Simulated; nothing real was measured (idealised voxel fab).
voxel ribs on slabs: a process module
The cross-section shown here is cut; it is 155 nm wide and divided into square cells measuring 5 nm on a side.
When this document writes out a cross-section, it uses a grid of square cells and lists it as bands, beginning at the top and moving down, with a band standing for one or more rows of cells.
Per band: top height and bottom height in nm, followed by the left-to-right materials and their widths in nm; "throughout" marks a single material spanning edge to edge, "empty" marks empty space.
Zero point of the height axis is 0; under it, received wafer = one material. Lowest band: continues down indefinitely, "0 down".
A width such as "30..40" changes by the same amount from each row of cells to the next, from the band's top row to its bottom row.
A step reported as "everything unchanged" is a step in which no cell of the cross-section changed.
Look at "Completely sealed voids" for the closed voids: empty spaces with no open path to the top, sized 8 cells or up. Each is width x height at distance, distance from the left edge, all nm.
Read whatever lies past the settings on a step's line as the simulator's own remark about the step.
overlay nm: mask offset rightward from planned place, masked step; negative means leftward offset.
List of planned process steps
1: RECEIVE with material Si
2: DIRECTIONAL_DEP with material SiO2, thk nm 25
3: DIRECTIONAL_DEP with material SiN, thk nm 20
4: DIRECTIONAL_DEP with material aC, thk nm 15
5: PATTERN with tone cover, mask id RIB, material resist, width nm 30, thk nm 35, overlay nm 0
6: DIRECTIONAL_ETCH with etch materials aC, depth nm 15
7: STRIP with etch materials resist
8: DIRECTIONAL_ETCH with etch materials SiN, depth nm 10
9: STRIP with etch materials aC
10: DIRECTIONAL_DEP with material aC, thk nm 15
11: PATTERN with tone cover, mask id SLAB, material resist, width nm 60, thk nm 30, overlay nm 0
12: DIRECTIONAL_ETCH with etch materials aC, depth nm 5
13: STRIP with etch materials resist
14: DIRECTIONAL_ETCH with etch materials SiN, depth nm 10
15: STRIP with etch materials aC
16: FILL_DEP with material SiO2, thk nm 20
17: CMP with height nm 55
18: DIRECTIONAL_DEP with material TiN, thk nm 10
19: PATTERN with tone cover, mask id HEATER, material resist, width nm 40, thk nm 20, overlay nm 0
20: DIRECTIONAL_ETCH with etch materials TiN, depth nm 10
21: STRIP with etch materials resist
22: CONFORMAL_DEP with material SiN, thk nm 5
Wafers differ in depth nm at step 12; plan lists the first wafer's value; identical starting state.
As-received state after step 1, first of several wafers, cross-section
> 0 down: Si throughout
> Completely sealed voids: none
Per-wafer rows below. For each material: cells gained (+) or lost (-) since the wafer was received, as of end of module. Then: closed voids
depth nm 5; +109 SiN; +267 SiO2; +16 TiN; Completely sealed voids: none
depth nm 10; +109 SiN; +267 SiO2; +16 TiN; Completely sealed voids: none
depth nm 15; +71 SiN; +305 SiO2; +16 TiN; Completely sealed voids: none
depth nm 20; +71 SiN; +305 SiO2; +16 TiN; Completely sealed voids: none
depth nm 25; +71 SiN; +305 SiO2; +16 TiN; Completely sealed voids: none
depth nm 30; +71 SiN; +305 SiO2; +16 TiN; Completely sealed voids: none
